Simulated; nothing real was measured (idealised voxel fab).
The process module that follows is named voxel tone inversion.
FYI the section here is cut, 170 nm wide, cells are 5 nm squares.
If you're reading a cross-section in this doc, picture square cells in a grid; it comes to you as bands, top ones listed first down to the bottom, and a band can be one or more rows of cells.
Quick guide to a band line: top height, bottom height (nm) up front; then every material left to right with its width in nm. Only one material and it's marked "full width"? Then it fills the band edge to edge. And "blank" just means empty space.
Height 0 is the level under which the wafer as received is all one material. The lowest band goes on downwards, as in "top 0, no bottom".
The expression "30->40" gives the width at the extremes of the band, the first number at its top row of cells and the second at its bottom row, with the width changing by equal amounts from each row to the next in between.
Any step labelled "no modification" changed none of the cells in the cross-section.
"Closed voids list": empty spaces of 8 cells or more with no open way to the top, each given as width x height at distance, distance from the left edge, all in nm.
It should be noted that, on the line of a given step, the content following the step's settings is a remark produced by the simulator itself with respect to that step.
When a step includes a mask, the "overlay nm" setting on its line states how far to the right of its planned place that mask lay, and negative values state how far to the left.
-- Process steps (planned)
step 1: RECEIVE, material Si
step 2: CONFORMAL_DEP, material SiN, thk nm 10
step 3: DIRECTIONAL_DEP, material polySi, thk nm 20
step 4: PATTERN, tone cover, mask id POSTS, material resist, width nm 15, pitch nm 45, thk nm 25, overlay nm 0
step 5: DIRECTIONAL_ETCH, etch materials polySi, depth nm 20
step 6: STRIP, etch materials resist
step 7: FILL_DEP, material lowk, thk nm 10
step 8: CMP, height nm 30
step 9: STRIP, etch materials polySi
step 10: CONFORMAL_DEP, material TiN, thk nm 5
step 11: FILL_DEP, material Cu, thk nm 10
step 12: CMP, height nm 30
step 13: CONFORMAL_DEP, material SiCN, thk nm 5
-- So this is the incoming wafer in cross-section - it's already been through step 1
  top 0, no bottom: Si full width
  Closed voids list: none
-- First of two wafers: cross-section at end of module, run per plan
  top 35, bottom 30: SiCN full width
  top 30, bottom 15: lowk 30; TiN 5; Cu 5; TiN 5; lowk 30; TiN 5; Cu 5; TiN 5; lowk 30; TiN 5; Cu 5; TiN 5; lowk 35
  top 15, bottom 10: lowk 30; TiN 15; lowk 30; TiN 15; lowk 30; TiN 15; lowk 35
  top 10, bottom 0: SiN full width
  top 0, no bottom: Si full width
  Closed voids list: none
-- Here's the second of our two wafers sectioned at module end. Same start as the first, same plan, but one mistake got made running it
  top 35, bottom 30: SiCN full width
  top 30, bottom 15: Cu 25; TiN 5; lowk 15; TiN 5; Cu 20; TiN 5; lowk 15; TiN 5; Cu 20; TiN 5; lowk 15; TiN 5; Cu 30
  top 15, bottom 10: TiN 30; lowk 15; TiN 30; lowk 15; TiN 30; lowk 15; TiN 35
  top 10, bottom 0: SiN full width
  top 0, no bottom: Si full width
  Closed voids list: none
Deviation noted in wafer processing: it should be noted that step 4 was executed with settings other than those planned, the operation and settings actually applied being PATTERN, tone open, mask id POSTS, material resist, width nm 15, pitch nm 45, thk nm 25, overlay nm 0
The final cell counts differ between the wafers, with the second having more or fewer of some materials than the first: Cu: 48 more | TiN: 16 more | lowk: 64 fewer
